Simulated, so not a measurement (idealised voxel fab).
Process module, titled voxel spacer lines
The cross-section on display is named cut; it measures 180 nm wide, and its cells are 5 nm squares.
Bands, listed from the top down, are how a cross-section gets written in this document; the cross-section itself is a grid of square cells, and a band is one or more rows of them.
Heads up on the band format: heights come first, top then bottom, in nm. After that it's the materials left to right, each with its width in nm. A single material flagged "all across" fills the whole band edge to edge, and "blank" means there's empty space there.
Zero point of the height axis is 0; under it, received wafer = one material. Lowest band: continues down indefinitely, "top 0, no bottom".
The width entry "30 to 40" should be interpreted row by row: the top row of cells in the band takes the first number, the bottom row takes the second number, and the change between adjacent rows is uniform throughout.
The cross-section has no changed cell in any step marked "nothing changed".
Under "Tabulated closed voids" you'll find the enclosed gaps, the ones with no way out to the top, that are 8 cells or bigger; each reads width x height at distance, with distance counted from the left edge, everything in nm.
It should be noted that, on the line of a given step, the content following the step's settings is a remark produced by the simulator itself with respect to that step.
overlay nm: right-of-plan distance of the mask on a masked step; negative values mean left-of-plan.

THE STEPS PLANNED FOR THE PROCESS ARE AS FOLLOWS
1 RECEIVE [material Si]
2 CONFORMAL_DEP [material Al2O3] [thk nm 5]
3 DIRECTIONAL_DEP [material TiN] [thk nm 15]
4 DIRECTIONAL_DEP [material polySi] [thk nm 25]
5 PATTERN [tone cover] [mask id MANDREL] [material resist] [width nm 25] [pitch nm 80] [thk nm 30] [overlay nm 0]
6 DIRECTIONAL_ETCH [etch materials polySi] [depth nm 25]
7 STRIP [etch materials resist]
8 CONFORMAL_DEP [material SiO2] [thk nm 15]
9 DIRECTIONAL_ETCH [etch materials SiO2] [depth nm 15]
10 STRIP [etch materials polySi]
11 DIRECTIONAL_ETCH [etch materials TiN] [depth nm 15]
12 STRIP [etch materials SiO2]

CROSS-SECTION OF THE WAFER AS IT CAME TO US, I.E., ALREADY THROUGH STEP 1
	top 0, no bottom: Si all across
	Tabulated closed voids: none

RESULT OF THE MODULE, CROSS-SECTIONED: START PER ABOVE, PLAN PER ABOVE, ONE ERROR IN HOW IT WAS RUN
	top 20, bottom 5: 20 of blank, 15 of TiN, 30 of blank, 15 of TiN, 20 of blank, 15 of TiN, 30 of blank, 15 of TiN, 20 of blank
	top 5, bottom 0: Al2O3 all across
	top 0, no bottom: Si all across
	Tabulated closed voids: none
Plan not followed: planned and actual differ for step 5; actual: PATTERN [tone cover] [mask id MANDREL] [material resist] [width nm 30] [pitch nm 80] [thk nm 30] [overlay nm 0]
